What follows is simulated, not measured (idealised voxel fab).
The following process module bears the name voxel capacitor over wiring.
200 nm wide, 5 nm square cells: that's cross-section cut.
A cross-section is written here as square cells arranged in a grid, and it is given in bands from the top down, each band taking up one or more rows of cells.
What a band's entry tells you: where the top is and where the bottom is, as heights in nm, and after that what lies inside, material by material from left to right, each with its width in nm. Empty space is written as the word "blank", and a single material marked with the word "edge to edge" occupies the band from edge to edge.
All heights in this document are referenced to 0, defined as the level beneath which the wafer, as received, consists entirely of one material. The lowest band is not bounded below; it extends indefinitely downward and is written in the form "0..down".
So if you see something like "30->40" for the width, read it as the top row of the band sitting at the first number and the bottom row at the second, with every row in between moving by the same amount as the last.
"nothing altered" (step): cross-section cells unchanged, all of them.
"Voids, enclosed" lists enclosed empty spaces (at least 8 cells, no open path upward to the top), each as width x height at distance from the left edge, in nm.
Anything after a step's settings on that line? It's the simulator's own note about the step.
On any step carrying a mask, the "overlay nm" setting, if present on the step's line, tells how far right of its planned place the mask lay; negative values point to the left.
Below is the list of planned process steps:
| 1 | RECEIVE,material Si |
| 2 | CONFORMAL_DEP,material SiO2,thk nm 15 |
| 3 | CONFORMAL_DEP,material SiCN,thk nm 5 |
| 4 | DIRECTIONAL_DEP,material SiO2,thk nm 20 |
| 5 | DIRECTIONAL_DEP,material aC,thk nm 15 |
| 6 | PATTERN,tone open,mask id METAL_1,material resist,width nm 25,pitch nm 90,thk nm 35,overlay nm 0 |
| 7 | DIRECTIONAL_ETCH,etch materials aC,depth nm 15 |
| 8 | STRIP,etch materials resist |
| 9 | DIRECTIONAL_ETCH,etch materials SiO2,depth nm 20 |
| 10 | DIRECTIONAL_ETCH,etch materials SiCN,depth nm 5 |
| 11 | STRIP,etch materials aC |
| 12 | CONFORMAL_DEP,material TiN,thk nm 5 |
| 13 | FILL_DEP,material Cu,thk nm 10 |
| 14 | CMP,height nm 40 |
| 15 | EPI,material Ru,thk nm 5 |
| 16 | FILL_DEP,material SiCN,thk nm 5 |
| 17 | DIRECTIONAL_DEP,material lowk,thk nm 10 |
| 18 | PATTERN,tone open,mask id PLUG_1,material resist,width nm 15,thk nm 20,overlay nm 0 |
| 19 | DIRECTIONAL_ETCH,etch materials lowk,depth nm 10 |
| 20 | DIRECTIONAL_ETCH,etch materials SiCN,depth nm 5 |
| 21 | STRIP,etch materials resist |
| 22 | EPI,material Ru,thk nm 10 |
| 23 | EPI,material Ru,thk nm 5 |
| 24 | DIRECTIONAL_DEP,material TiN,thk nm 10 |
| 25 | DIRECTIONAL_DEP,material HfO2,thk nm 5 |
| 26 | DIRECTIONAL_DEP,material TiN,thk nm 5 |
| 27 | DIRECTIONAL_DEP,material aC,thk nm 10 |
| 28 | PATTERN,tone cover,mask id UPPER_PLATE,material resist,width nm 70,thk nm 25,overlay nm 0 |
| 29 | DIRECTIONAL_ETCH,etch materials aC,depth nm 10 |
| 30 | STRIP,etch materials resist |
| 31 | DIRECTIONAL_ETCH,etch materials TiN,depth nm 5 |
| 32 | DIRECTIONAL_ETCH,etch materials HfO2,depth nm 5 |
| 33 | STRIP,etch materials aC |
| 34 | PATTERN,tone cover,mask id LOWER_PLATE,material resist,width nm 80,thk nm 15,overlay nm 0 |
| 35 | DIRECTIONAL_ETCH,etch materials TiN,depth nm 10 |
| 36 | STRIP,etch materials resist |
| 37 | FILL_DEP,material SiO2,thk nm 20 |
| 38 | CMP,height nm 95 |
| 39 | DIRECTIONAL_DEP,material aC,thk nm 15 |
| 40 | PATTERN,tone open,mask id PLUG_2,material resist,width nm 15,thk nm 30,overlay nm 0 |
| 41 | DIRECTIONAL_ETCH,etch materials aC,depth nm 15 |
| 42 | STRIP,etch materials resist |
| 43 | DIRECTIONAL_ETCH,etch materials SiO2,depth nm 5 |
| 44 | STRIP,etch materials aC |
| 45 | CONFORMAL_DEP,material TiN,thk nm 5 |
| 46 | FILL_DEP,material Ru,thk nm 5 |
| 47 | CMP,height nm 95 |
| 48 | CONFORMAL_DEP,material SiCN,thk nm 5 |
The value of depth nm given for step 43 in the plan refers to the first wafer; the wafers vary in this setting and are alike at the start.
So this is the first of several wafers, cross-sectioned as it came to us, meaning it's at the end of step 1:
* 0..down  Si edge to edge
* Voids, enclosed: none
Once step 48, the last step, is complete, the module is at its end; this is the cross-section of the first of several wafers:
* 100..95  SiCN edge to edge
* 95..90  SiO2: 60, TiN: 15, SiO2: 125
* 90..80  SiO2 edge to edge
* 80..75  SiO2: 50, TiN: 70, SiO2: 80
* 75..70  SiO2: 50, HfO2: 70, SiO2: 80
* 70..60  SiO2: 45, TiN: 80, SiO2: 75
* 60..50  lowk: 50, Ru: 15, lowk: 135
* 50..45  SiCN: 50, Ru: 15, SiCN: 135
* 45..40  SiCN: 35, Ru: 35, SiCN: 55, Ru: 35, SiCN: 40
* 40..20  SiO2: 40, TiN: 5, Cu: 15, TiN: 5, SiO2: 65, TiN: 5, Cu: 15, TiN: 5, SiO2: 45
* 20..15  SiCN: 40, TiN: 25, SiCN: 65, TiN: 25, SiCN: 45
* 15..0  SiO2 edge to edge
* 0..down  Si edge to edge
* Voids, enclosed: none
Last-wafer cross-section at the end of the module:
* 100..95  SiCN edge to edge
* 95..85  SiO2: 60, TiN: 5, Ru: 5, TiN: 5, SiO2: 125
* 85..75  SiO2: 60->50, TiN: 15->70, SiO2: 125->80
* 75..70  SiO2: 50, HfO2: 70, SiO2: 80
* 70..60  SiO2: 45, TiN: 80, SiO2: 75
* 60..50  lowk: 50, Ru: 15, lowk: 135
* 50..45  SiCN: 50, Ru: 15, SiCN: 135
* 45..40  SiCN: 35, Ru: 35, SiCN: 55, Ru: 35, SiCN: 40
* 40..20  SiO2: 40, TiN: 5, Cu: 15, TiN: 5, SiO2: 65, TiN: 5, Cu: 15, TiN: 5, SiO2: 45
* 20..15  SiCN: 40, TiN: 25, SiCN: 65, TiN: 25, SiCN: 45
* 15..0  SiO2 edge to edge
* 0..down  Si edge to edge
* Voids, enclosed: none
What follows is a table in which each wafer occupies a row; for the wafer as it stands at the close of the module, the row states, material by material, how many cells have been gained (+) or lost (-) since receipt, and then gives its closed voids:
depth nm 5 | +24 Cu | +14 HfO2 | +23 Ru | +133 SiCN | +457 SiO2 | +75 TiN | +74 lowk | Voids, enclosed: none
depth nm 10 | +24 Cu | +14 HfO2 | +24 Ru | +133 SiCN | +454 SiO2 | +77 TiN | +74 lowk | Voids, enclosed: none
depth nm 15 | +24 Cu | +14 HfO2 | +25 Ru | +133 SiCN | +451 SiO2 | +79 TiN | +74 lowk | Voids, enclosed: none
depth nm 20 | +24 Cu | +14 HfO2 | +25 Ru | +133 SiCN | +451 SiO2 | +79 TiN | +74 lowk | Voids, enclosed: none
depth nm 25 | +24 Cu | +14 HfO2 | +25 Ru | +133 SiCN | +451 SiO2 | +79 TiN | +74 lowk | Voids, enclosed: none
depth nm 30 | +24 Cu | +14 HfO2 | +25 Ru | +133 SiCN | +451 SiO2 | +79 TiN | +74 lowk | Voids, enclosed: none
